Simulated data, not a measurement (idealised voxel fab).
process module | voxel released beams
cross-section cut | 255 nm wide | cells 5 nm
A cross-section is a grid of square cells, given in bands from the top down. A band is one or more rows of cells.
Each band's line starts with the height of the band's top and of its bottom, in nm. Then come its materials from left to right, each with its width in nm. One material with "throughout" fills the band from edge to edge. "air" is empty space.
Height 0 is the level under which the wafer as received is all one material. The lowest band goes on downwards, as in "0 down".
A width such as "30 to 40" changes by the same amount from each row of cells to the next, from the band's top row to its bottom row.
"no change" after a step means that no cell of the cross-section changed.
closed voids: empty space of 8 cells or more with no open way to the top, each as width x height at its distance from the left edge, in nm
after a step's settings: what the simulator itself notes on the step
overlay nm, on a step with a mask: how far to the right of its planned place the mask lay; to the left if negative
plan
1 op RECEIVE | material Si
2 op CONFORMAL_DEP | material Al2O3 | thk nm 5
3 op DIRECTIONAL_DEP | material SiO2 | thk nm 15
4 op MASKED_ETCH | tone open | mask id ANCHOR | width nm 40 | etch materials SiO2 | depth nm 15 | overlay nm -15
5 op CONFORMAL_DEP | material polySi | thk nm 15
6 op MASKED_ETCH | tone cover | mask id BEAM | width nm 125 | etch materials polySi | depth nm 15 | overlay nm 0
7 op STRIP | etch materials SiO2
varied across the wafers: overlay nm of step 4. The plan shows the first wafer's value. All wafers start alike
first wafer as received, after step 1
  0 down: Si throughout
  closed voids: none
first wafer at the end, after step 7
  35 to 20: air 60 | polySi 5 | air 10 | polySi 110 | air 70
  20 to 5: air 50 | polySi 40 | air 165
  5 to 0: Al2O3 throughout
  0 down: Si throughout
  closed voids: none
last wafer at the end
  35 to 20: air 60 | polySi 35 | air 10 | polySi 80 | air 70
  20 to 5: air 80 | polySi 40 | air 135
  5 to 0: Al2O3 throughout
  0 down: Si throughout
  closed voids: none
each wafer at the end: cells of each material gained (+) or lost (-) since it was received, then its closed voids
overlay nm -15 | +51 Al2O3 | +93 polySi | closed voids: none
overlay nm -10 | +51 Al2O3 | +93 polySi | closed voids: none
overlay nm -5 | +51 Al2O3 | +93 polySi | closed voids: none
overlay nm 0 | +51 Al2O3 | +93 polySi | closed voids: none
overlay nm 5 | +51 Al2O3 | +93 polySi | closed voids: none
overlay nm 10 | +51 Al2O3 | +93 polySi | closed voids: none
overlay nm 15 | +51 Al2O3 | +93 polySi | closed voids: none
